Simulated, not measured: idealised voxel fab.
Process module heading - voxel plated lines
Pictured: cross-section cut, 245 nm wide, on a grid of 5 nm square cells.
Heads up, the way a cross-section reads in here is a grid of square cells, handed over as bands from the top down, with every band being one or more rows of cells.
Band entry format. Leading values: height of top, height of bottom, nm. Remainder: materials in left-to-right order, each with its width in nm. Special words: "edge to edge" on a single material, which then fills the band edge to edge; "empty", empty space.
Ref level 0: as-received wafer is one material below here. Bottom band extends down with no lower bound ("top 0, no bottom").
Per-row width for "30..40": begins at first number (top row of band), ends at second number (bottom row), increment between rows held constant.
For the purposes of this document, the phrase "left unchanged" attached to a step denotes that no cell within the cross-section was modified by that step.
"Catalogued sealed voids": empty spaces of 8 cells or more with no open way to the top, each given as width x height at distance, distance from the left edge, all in nm.
Where a step's line continues beyond its settings, the continuation is a remark by the simulator itself on that step.
What "overlay nm" on a step's line means: if the step has a mask, that mask lay this far to the right of its planned place, or, when the value is negative, to the left.

### The process steps that were planned are listed below
step 1: RECEIVE (material Si)
step 2: CONFORMAL_DEP (material SiN; thk nm 10)
step 3: DIRECTIONAL_DEP (material TiN; thk nm 5)
step 4: PATTERN (tone open; mask id LINES; material resist; width nm 30; pitch nm 55; thk nm 35; overlay nm 0)
step 5: EPI (material Ru; thk nm 10)
step 6: EPI (material Ru; thk nm 5)
step 7: EPI (material Ru; thk nm 5)
step 8: STRIP (etch materials resist)
step 9: DIRECTIONAL_ETCH (etch materials TiN; depth nm 5)
step 10: CONFORMAL_DEP (material SiO2; thk nm 5)

### Shown in cross-section is the wafer as received, that is, as it stands after step 1
> top 0, no bottom | Si edge to edge
> Catalogued sealed voids: none

### As-planned run: cross-section of the first of two wafers at end of module
> top 40, bottom 35 | empty (20); SiO2 (40); empty (15); SiO2 (40); empty (15); SiO2 (40); empty (15); SiO2 (40); empty (20)
> top 35, bottom 15 | empty (20); SiO2 (5); Ru (30); SiO2 (5); empty (15); SiO2 (5); Ru (30); SiO2 (5); empty (15); SiO2 (5); Ru (30); SiO2 (5); empty (15); SiO2 (5); Ru (30); SiO2 (5); empty (20)
> top 15, bottom 10 | SiO2 (25); TiN (30); SiO2 (25); TiN (30); SiO2 (25); TiN (30); SiO2 (25); TiN (30); SiO2 (25)
> top 10, bottom 0 | SiN edge to edge
> top 0, no bottom | Si edge to edge
> Catalogued sealed voids: none

### Cross-sectional view: second of two wafers, end of module; start and plan identical to the first, one mistake in running
> top 40, bottom 35 | empty (15); SiO2 (50); empty (5); SiO2 (50); empty (5); SiO2 (50); empty (5); SiO2 (50); empty (15)
> top 35, bottom 15 | empty (15); SiO2 (5); Ru (40); SiO2 (5); empty (5); SiO2 (5); Ru (40); SiO2 (5); empty (5); SiO2 (5); Ru (40); SiO2 (5); empty (5); SiO2 (5); Ru (40); SiO2 (5); empty (15)
> top 15, bottom 10 | SiO2 (20); TiN (40); SiO2 (15); TiN (40); SiO2 (15); TiN (40); SiO2 (15); TiN (40); SiO2 (20)
> top 10, bottom 0 | SiN edge to edge
> top 0, no bottom | Si edge to edge
> Catalogued sealed voids: none
Want to know what went wrong? rather than as planned, step 4 actually ran as PATTERN (tone open; mask id LINES; material resist; width nm 40; pitch nm 55; thk nm 35; overlay nm 0)
at the end the second wafer has, in cells: Ru: 32 more, TiN: 8 more
